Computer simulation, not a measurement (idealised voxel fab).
A process module follows: voxel tone inversion.
This is section cut - it's 300 nm across, gridded in 5 nm square cells.
Each cross-section below is a grid of square cells, stated as bands in top-down order, with one or more rows of cells making up each band.
Per band: top height and bottom height in nm, followed by the left-to-right materials and their widths in nm; "full width" marks a single material spanning edge to edge, "air" marks empty space.
Convention: height 0 is the level below which the wafer, as received, is all one material. The lowest band does not terminate at the bottom but continues downward, represented as "0..down".
So if you see something like "30 to 40" for the width, read it as the top row of the band sitting at the first number and the bottom row at the second, with every row in between moving by the same amount as the last.
"no modifications" after a step means that no cell of the cross-section changed.
In the "Closed void inventory" entry, you get each enclosed empty space of 8 cells or more, one with no open way to the top, written width x height at distance, distance from the left edge, in nm.
Text after the settings on a step's line: the simulator's own remark on that step.
The setting "overlay nm" may be written on the line of a step. When the step uses a mask, the value reports how far to the right of the planned place the mask lay, and a negative value reports that it lay to the left.

# These are the steps we planned for the process
1 RECEIVE with material Si
2 CONFORMAL_DEP with material SiN, thk nm 5
3 DIRECTIONAL_DEP with material aC, thk nm 20
4 PATTERN with tone cover, mask id POSTS, material resist, width nm 25, pitch nm 45, thk nm 25, overlay nm 0
5 DIRECTIONAL_ETCH with etch materials aC, depth nm 20
6 STRIP with etch materials resist
7 FILL_DEP with material SiO2, thk nm 10
8 CMP with height nm 25
9 STRIP with etch materials aC

# Wafer at receipt (post step 1), cross-section
0..down  Si full width
Closed void inventory: none

# Final wafer profile in cross-section after the module, from the same start and plan as above, with one mistake made during processing
25..5  SiN=70, air=25, SiN=20, air=25, SiN=20, air=25, SiN=20, air=25, SiN=70
5..0  SiN full width
0..down  Si full width
Closed void inventory: none
It is concluded that the wafer was processed incorrectly with respect to the plan, in that step 7 was not run as planned; what actually ran was FILL_DEP with material SiN, thk nm 10
